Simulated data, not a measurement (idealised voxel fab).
The following process module bears the name voxel ribs on slabs.
Xsec cut, 290 nm wide, square cell size 5 nm.
Reading order for cross-sections: top band down to bottom band. Underlying form: a grid of square cells. Band size: one or more rows of cells. Within each band entry, the heights of the top and of the bottom of the band appear first, in that order and in nm; the materials of the band then follow from left to right, each with its corresponding width in nm. The designation "all across" on a single material indicates that it fills the band from edge to edge; the designation "blank" indicates empty space. The level at which height equals 0 is the one under which the wafer, as it arrives, is entirely one material. No lower edge exists for the bottom band, which continues downward and is notated as in "top 0, no bottom". Top row gets the first number, bottom row gets the second, and each row in between changes by the same step: that is how a band width like "30 to 40" works. "no change occurred" after a step means that no cell of the cross-section changed. What "Completely enclosed voids" gives you is every empty space of 8 cells or more that is cut off from the top. Each appears as width x height at distance, with the distance taken from the left edge and width, height and distance all in nm. Past the settings on a step's line: simulator remark, on that step. overlay nm: for a step with a mask, the amount by which the mask lay right of where it was planned; a negative amount means left of it.
**Listed below are the process steps as planned**
1 RECEIVE [material Si]
2 DIRECTIONAL_DEP [material SiO2] [thk nm 20]
3 DIRECTIONAL_DEP [material SiN] [thk nm 15]
4 PATTERN [tone cover] [mask id RIB] [material resist] [width nm 30] [thk nm 20] [overlay nm 0]
5 DIRECTIONAL_ETCH [etch materials SiN] [depth nm 10]
6 STRIP [etch materials resist]
7 PATTERN [tone cover] [mask id SLAB] [material resist] [width nm 60] [thk nm 20] [overlay nm 0]
8 DIRECTIONAL_ETCH [etch materials SiN] [depth nm 5]
9 STRIP [etch materials resist]
10 FILL_DEP [material SiO2] [thk nm 25]
11 CMP [height nm 55]
12 DIRECTIONAL_DEP [material TiN] [thk nm 5]
13 DIRECTIONAL_DEP [material aC] [thk nm 15]
14 PATTERN [tone cover] [mask id HEATER] [material resist] [width nm 40] [thk nm 30] [overlay nm 0]
15 DIRECTIONAL_ETCH [etch materials aC] [depth nm 15]
16 STRIP [etch materials resist]
17 DIRECTIONAL_ETCH [etch materials TiN] [depth nm 5]
18 STRIP [etch materials aC]
19 CONFORMAL_DEP [material SiN] [thk nm 5]
**Cross-section of the incoming wafer, state after step 1**
top 0, no bottom = Si all across
Completely enclosed voids: none
**One mistake in running the module, otherwise start and plan as above: cross-section at the end**
top 65, bottom 60 = 120 blank  50 SiN  120 blank
top 60, bottom 55 = 125 SiN  40 TiN  125 SiN
top 55, bottom 50 = SiO2 all across
top 50, bottom 40 = 130 SiO2  30 SiN  130 SiO2
top 40, bottom 35 = 115 SiO2  60 SiN  115 SiO2
top 35, bottom 20 = SiN all across
top 20, bottom 0 = SiO2 all across
top 0, no bottom = Si all across
Completely enclosed voids: none
Deviation noted in wafer processing: step 3 in the plan was executed twice
